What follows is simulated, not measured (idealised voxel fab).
The process module presented herein is designated voxel transistor to metal.
The cross-section shown here is cut; it is 145 nm wide and divided into square cells measuring 5 nm on a side.
Think of the cross-section as a grid of square cells. We describe it in bands, top to bottom, and each band covers one or more rows of those cells.
Each band's line starts with the height of the band's top and of its bottom, in nm. Then come its materials from left to right, each with its width in nm. One material with "throughout" fills the band from edge to edge. "air" is empty space.
The level at which height equals 0 is the one under which the wafer, as it arrives, is entirely one material. No lower edge exists for the bottom band, which continues downward and is notated as in "0 and below".
Width spec "30..40" -> top row of cells at first value, bottom row at second value, equal per-row change in between.
When a step is marked "left unchanged", none of the cells in the cross-section changed during that step.
Trapped voids: empty space of 8 cells or more with no open way to the top, each as width x height at its distance from the left edge, in nm
after a step's settings: what the simulator itself notes on the step
A step's line can hold "overlay nm"; with a mask on that step, the setting says how far right of the planned place the mask lay, while a negative setting says it lay to the left.

-- These are the steps we planned for the process
step 1: RECEIVE: material Si
step 2: OXIDIZE: depth nm 5
step 3: CONFORMAL_DEP: material SiN, thk nm 10
step 4: DIRECTIONAL_DEP: material aC, thk nm 10
step 5: PATTERN: tone cover, mask id ACTIVE, material resist, width nm 115, thk nm 25, overlay nm 0
step 6: DIRECTIONAL_ETCH: etch materials aC, depth nm 10
step 7: STRIP: etch materials resist
step 8: DIRECTIONAL_ETCH: etch materials SiN, depth nm 10
step 9: DIRECTIONAL_ETCH: etch materials SiO2, depth nm 5
step 10: DIRECTIONAL_ETCH: etch materials Si, depth nm 20
step 11: STRIP: etch materials aC
step 12: FILL_DEP: material SiO2, thk nm 5
step 13: CMP: height nm 10
step 14: SELECTIVE_ETCH: etch materials SiO2, depth nm 5
step 15: STRIP: etch materials SiN
step 16: SELECTIVE_ETCH: etch materials SiO2, depth nm 5
step 17: OXIDIZE: depth nm 5
step 18: DIRECTIONAL_DEP: material polySi, thk nm 30
step 19: DIRECTIONAL_DEP: material SiCN, thk nm 15
step 20: PATTERN: tone cover, mask id GATE, material resist, width nm 25, thk nm 20, overlay nm 0
step 21: DIRECTIONAL_ETCH: etch materials SiCN, depth nm 25
step 22: DIRECTIONAL_ETCH: etch materials polySi, depth nm 40
step 23: STRIP: etch materials resist
step 24: CONFORMAL_DEP: material SiN, thk nm 5
step 25: DIRECTIONAL_ETCH: etch materials SiN, depth nm 5
step 26: DIRECTIONAL_ETCH: etch materials SiO2, depth nm 5
step 27: DIRECTIONAL_ETCH: etch materials Si, depth nm 10
step 28: EPI: material pSi, thk nm 10
step 29: FILL_DEP: material SiO2, thk nm 5
step 30: CMP: height nm 25
step 31: STRIP: etch materials polySi
step 32: SELECTIVE_ETCH: etch materials SiO2, depth nm 5
step 33: CONFORMAL_DEP: material HfO2, thk nm 5
step 34: CONFORMAL_DEP: material TiN, thk nm 5
step 35: FILL_DEP: material W, thk nm 10
step 36: CMP: height nm 20
step 37: DIRECTIONAL_DEP: material SiO2, thk nm 15
step 38: DIRECTIONAL_DEP: material aC, thk nm 15
step 39: PATTERN: tone open, mask id CONTACT, material resist, width nm 20, pitch nm 75, thk nm 35, overlay nm 0
step 40: DIRECTIONAL_ETCH: etch materials aC, depth nm 15
step 41: STRIP: etch materials resist
step 42: DIRECTIONAL_ETCH: etch materials SiO2, depth nm 45
step 43: STRIP: etch materials aC
step 44: CONFORMAL_DEP: material TiN, thk nm 5
step 45: FILL_DEP: material W, thk nm 10
step 46: CMP: height nm 35
step 47: CONFORMAL_DEP: material SiCN, thk nm 5
step 48: DIRECTIONAL_DEP: material lowk, thk nm 15
step 49: MASKED_ETCH: tone open, mask id METAL_1, width nm 20, pitch nm 75, etch materials lowk, depth nm 15, overlay nm 0
step 50: MASKED_ETCH: tone open, mask id METAL_1, width nm 20, pitch nm 75, etch materials SiCN, depth nm 5, overlay nm 0
step 51: CONFORMAL_DEP: material TiN, thk nm 5
step 52: FILL_DEP: material Ru, thk nm 10
step 53: CMP: height nm 55
step 54: EPI: material Ru, thk nm 5
step 55: FILL_DEP: material SiCN, thk nm 5

-- Shown in cross-section is the wafer as received, that is, as it stands after step 1
  0 and below  Si throughout
  Trapped voids: none

-- Cross-section at module end, one run error; start and plan unchanged from above
  60 down to 55  20 air / 30 Ru / 45 air / 30 Ru / 20 air
  55 down to 40  25 lowk / 5 TiN / 10 Ru / 5 TiN / 55 lowk / 5 TiN / 10 Ru / 5 TiN / 25 lowk
  40 down to 35  25 SiCN / 20 TiN / 55 SiCN / 20 TiN / 25 SiCN
  35 down to 20  25 SiO2 / 5 TiN / 10 W / 5 TiN / 55 SiO2 / 5 TiN / 10 W / 5 TiN / 25 SiO2
  20 down to 0  25 SiO2 / 5 TiN / 10 W / 5 TiN / 10 SiO2 / 5 SiN / 5 HfO2 / 5 TiN / 5 W / 5 TiN / 5 HfO2 / 5 SiN / 10 SiO2 / 5 TiN / 10 W / 5 TiN / 25 SiO2
  0 down to -5  10 SiO2 / 5 SiN / 10 SiO2 / 5 TiN / 10 W / 5 TiN / 10 pSi / 5 SiN / 5 HfO2 / 15 TiN / 5 HfO2 / 5 SiN / 10 pSi / 5 TiN / 10 W / 5 TiN / 10 SiO2 / 5 SiN / 10 SiO2
  -5 down to -10  25 SiO2 / 20 TiN / 10 pSi / 35 HfO2 / 10 pSi / 20 TiN / 25 SiO2
  -10 down to -20  15 SiO2 / 40 pSi / 35 Si / 40 pSi / 15 SiO2
  -20 down to -25  15 SiO2 / 115 Si / 15 SiO2
  -25 and below  Si throughout
  Trapped voids: none
Misprocessing identified: with respect to the plan, step 55 was omitted and not executed
